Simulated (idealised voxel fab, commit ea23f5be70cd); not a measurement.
process module | voxel transistor to metal
cross-section cut | 145 nm wide | cells 5 nm
A cross-section is a grid of square cells, given in bands from the top down. A band is one or more rows of cells.
Each band's line starts with the height of the band's top and of its bottom, in nm. Then come its materials from left to right, each with its width in nm. One material with "throughout" fills the band from edge to edge. "air" is empty space.
Height 0 is the level under which the wafer as received is all one material. The lowest band goes on downwards, as in "0 down".
A width such as "30 to 40" changes by the same amount from each row of cells to the next, from the band's top row to its bottom row.
"no change" after a step means that no cell of the cross-section changed.
closed voids: empty space of 8 cells or more with no open way to the top, each as width x height at its distance from the left edge, in nm
after a step's settings: what the simulator itself notes on the step
overlay nm, on a step with a mask: how far to the right of its planned place the mask lay; to the left if negative
plan
1 op RECEIVE | material Si
2 op CONFORMAL_DEP | material SiO2 | thk nm 5
3 op CONFORMAL_DEP | material SiN | thk nm 10
4 op DIRECTIONAL_DEP | material aC | thk nm 10
5 op PATTERN | tone cover | mask id ACTIVE | material resist | width nm 105 | thk nm 25 | overlay nm 0
6 op DIRECTIONAL_ETCH | etch materials aC | depth nm 10
7 op STRIP | etch materials resist
8 op DIRECTIONAL_ETCH | etch materials SiN | depth nm 10
9 op DIRECTIONAL_ETCH | etch materials SiO2 | depth nm 5
10 op DIRECTIONAL_ETCH | etch materials Si | depth nm 25
11 op STRIP | etch materials aC
12 op FILL_DEP | material SiO2 | thk nm 15
13 op CMP | height nm 15
14 op SELECTIVE_ETCH | etch materials SiO2 | depth nm 5
15 op STRIP | etch materials SiN
16 op SELECTIVE_ETCH | etch materials SiO2 | depth nm 5
17 op OXIDIZE | depth nm 5
18 op DIRECTIONAL_DEP | material polySi | thk nm 30
19 op DIRECTIONAL_DEP | material SiCN | thk nm 10
20 op MASKED_ETCH | tone cover | mask id GATE | width nm 25 | etch materials SiCN | depth nm 20 | overlay nm 0
21 op MASKED_ETCH | tone cover | mask id GATE | width nm 25 | etch materials polySi | depth nm 40 | overlay nm 0
22 op CONFORMAL_DEP | material SiO2 | thk nm 5
23 op DIRECTIONAL_ETCH | etch materials SiO2 | depth nm 5
24 op CONFORMAL_DEP | material SiN | thk nm 10
25 op DIRECTIONAL_ETCH | etch materials SiN | depth nm 10
26 op DIRECTIONAL_ETCH | etch materials SiO2 | depth nm 5
27 op DIRECTIONAL_ETCH | etch materials Si | depth nm 5
28 op EPI | material nSi | thk nm 10
29 op FILL_DEP | material SiO2 | thk nm 10
30 op CMP | height nm 40
31 op DIRECTIONAL_DEP | material SiO2 | thk nm 15
32 op MASKED_ETCH | tone open | mask id CONTACT | width nm 15 | pitch nm 80 | etch materials SiO2 | depth nm 50 | overlay nm 0
33 op CONFORMAL_DEP | material TiN | thk nm 5
34 op FILL_DEP | material Ru | thk nm 10
35 op CMP | height nm 55
36 op CONFORMAL_DEP | material SiCN | thk nm 5
37 op DIRECTIONAL_DEP | material lowk | thk nm 25
38 op DIRECTIONAL_DEP | material aC | thk nm 15
39 op PATTERN | tone open | mask id METAL_1 | material resist | width nm 15 | pitch nm 80 | thk nm 30 | overlay nm 0
40 op DIRECTIONAL_ETCH | etch materials aC | depth nm 15
41 op STRIP | etch materials resist
42 op DIRECTIONAL_ETCH | etch materials lowk | depth nm 25
43 op DIRECTIONAL_ETCH | etch materials SiCN | depth nm 5
44 op STRIP | etch materials aC
45 op CONFORMAL_DEP | material TiN | thk nm 5
46 op FILL_DEP | material Cu | thk nm 10
47 op CMP | height nm 85
48 op CONFORMAL_DEP | material SiCN | thk nm 5
49 op DIRECTIONAL_DEP | material SiO2 | thk nm 25
50 op DIRECTIONAL_DEP | material aC | thk nm 10
51 op PATTERN | tone open | mask id METAL_2 | material resist | width nm 15 | pitch nm 80 | thk nm 30 | overlay nm 0
52 op DIRECTIONAL_ETCH | etch materials aC | depth nm 10
53 op STRIP | etch materials resist
54 op DIRECTIONAL_ETCH | etch materials SiO2 | depth nm 15
55 op STRIP | etch materials aC
56 op DIRECTIONAL_DEP | material aC | thk nm 15
57 op PATTERN | tone open | mask id METAL_2_HOLES | material resist | width nm 15 | pitch nm 80 | thk nm 30 | overlay nm 0
58 op DIRECTIONAL_ETCH | etch materials aC | depth nm 15
59 op STRIP | etch materials resist
60 op DIRECTIONAL_ETCH | etch materials SiO2 | depth nm 10
61 op DIRECTIONAL_ETCH | etch materials SiCN | depth nm 5
62 op STRIP | etch materials aC
63 op CONFORMAL_DEP | material TiN | thk nm 5
64 op FILL_DEP | material Cu | thk nm 10
65 op CMP | height nm 115
66 op CONFORMAL_DEP | material SiCN | thk nm 5
as received, after step 1
  0 down: Si throughout
  closed voids: none
a wafer at the end: this start, this plan, one mistake
  120 to 115: SiCN throughout
  115 to 90: SiO2 25 | TiN 5 | Cu 5 | TiN 5 | SiO2 65 | TiN 5 | Cu 5 | TiN 5 | SiO2 25
  90 to 85: SiCN 25 | TiN 15 | SiCN 65 | TiN 15 | SiCN 25
  85 to 60: lowk 25 | TiN 5 | Cu 5 | TiN 5 | lowk 65 | TiN 5 | Cu 5 | TiN 5 | lowk 25
  60 to 55: SiCN 25 | TiN 15 | SiCN 65 | TiN 15 | SiCN 25
  55 to 40: SiO2 25 | TiN 5 | Ru 5 | TiN 5 | SiO2 65 | TiN 5 | Ru 5 | TiN 5 | SiO2 25
  40 to 30: SiO2 25 | TiN 5 | Ru 5 | TiN 5 | SiO2 5 | SiN 10 | SiO2 5 | SiCN 25 | SiO2 5 | SiN 10 | SiO2 5 | TiN 5 | Ru 5 | TiN 5 | SiO2 25
  30 to 10: SiO2 25 | TiN 5 | Ru 5 | TiN 5 | SiO2 5 | SiN 10 | SiO2 5 | polySi 25 | SiO2 5 | SiN 10 | SiO2 5 | TiN 5 | Ru 5 | TiN 5 | SiO2 25
  10 to 5: SiO2 25 | TiN 15 | SiO2 5 | SiN 10 | SiO2 5 | polySi 25 | SiO2 5 | SiN 10 | SiO2 5 | TiN 15 | SiO2 25
  5 to 0: SiO2 15 | SiN 10 | SiO2 10 | nSi 10 | SiN 10 | SiO2 5 | polySi 25 | SiO2 5 | SiN 10 | nSi 10 | SiO2 10 | SiN 10 | SiO2 15
  0 to -5: SiO2 25 | nSi 20 | SiO2 55 | nSi 20 | SiO2 25
  -5 to -10: SiO2 25 | nSi 20 | Si 55 | nSi 20 | SiO2 25
  -10 to -25: SiO2 20 | Si 105 | SiO2 20
  -25 down: Si throughout
  closed voids: none
what went wrong: steps 14 and 15 were swapped
